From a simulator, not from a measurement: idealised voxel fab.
process module | voxel ribs on slabs
cross-section cut | 270 nm wide | cells 5 nm
A cross-section is a grid of square cells, given in bands from the top down. A band is one or more rows of cells.
Each band's line starts with the height of the band's top and of its bottom, in nm. Then come its materials from left to right, each with its width in nm. One material with "throughout" fills the band from edge to edge. "air" is empty space.
Height 0 is the level under which the wafer as received is all one material. The lowest band goes on downwards, as in "0 down".
A width such as "30 to 40" changes by the same amount from each row of cells to the next, from the band's top row to its bottom row.
"no change" after a step means that no cell of the cross-section changed.
closed voids: empty space of 8 cells or more with no open way to the top, each as width x height at its distance from the left edge, in nm
after a step's settings: what the simulator itself notes on the step
overlay nm, on a step with a mask: how far to the right of its planned place the mask lay; to the left if negative
plan
1 op RECEIVE | material Si
2 op DIRECTIONAL_DEP | material SiO2 | thk nm 30
3 op DIRECTIONAL_DEP | material SiN | thk nm 20
4 op MASKED_ETCH | tone cover | mask id RIB | width nm 20 | etch materials SiN | depth nm 15 | overlay nm 0
5 op MASKED_ETCH | tone cover | mask id SLAB | width nm 50 | etch materials SiN | depth nm 5 | overlay nm 0
6 op FILL_DEP | material SiO2 | thk nm 20
7 op CMP | height nm 65
8 op DIRECTIONAL_DEP | material TiN | thk nm 5
9 op DIRECTIONAL_DEP | material aC | thk nm 15
10 op PATTERN | tone cover | mask id HEATER | material resist | width nm 30 | thk nm 35 | overlay nm -15
11 op DIRECTIONAL_ETCH | etch materials aC | depth nm 15
12 op STRIP | etch materials resist
13 op DIRECTIONAL_ETCH | etch materials TiN | depth nm 5
14 op STRIP | etch materials aC
15 op CONFORMAL_DEP | material SiO2 | thk nm 5
varied across the wafers: overlay nm of step 10. The plan shows the first wafer's value. All wafers start alike
first wafer as received, after step 1
  0 down: Si throughout
  closed voids: none
first wafer at the end, after step 15
  75 to 70: air 100 | SiO2 40 | air 130
  70 to 65: SiO2 105 | TiN 30 | SiO2 135
  65 to 50: SiO2 throughout
  50 to 35: SiO2 125 | SiN 20 | SiO2 125
  35 to 30: SiO2 110 | SiN 50 | SiO2 110
  30 to 0: SiO2 throughout
  0 down: Si throughout
  closed voids: none
last wafer at the end
  75 to 70: air 130 | SiO2 40 | air 100
  70 to 65: SiO2 135 | TiN 30 | SiO2 105
  65 to 50: SiO2 throughout
  50 to 35: SiO2 125 | SiN 20 | SiO2 125
  35 to 30: SiO2 110 | SiN 50 | SiO2 110
  30 to 0: SiO2 throughout
  0 down: Si throughout
  closed voids: none
each wafer at the end: cells of each material gained (+) or lost (-) since it was received, then its closed voids
overlay nm -15 | +22 SiN | +736 SiO2 | +6 TiN | closed voids: none
overlay nm -10 | +22 SiN | +736 SiO2 | +6 TiN | closed voids: none
overlay nm -5 | +22 SiN | +736 SiO2 | +6 TiN | closed voids: none
overlay nm 0 | +22 SiN | +736 SiO2 | +6 TiN | closed voids: none
overlay nm 5 | +22 SiN | +736 SiO2 | +6 TiN | closed voids: none
overlay nm 10 | +22 SiN | +736 SiO2 | +6 TiN | closed voids: none
overlay nm 15 | +22 SiN | +736 SiO2 | +6 TiN | closed voids: none
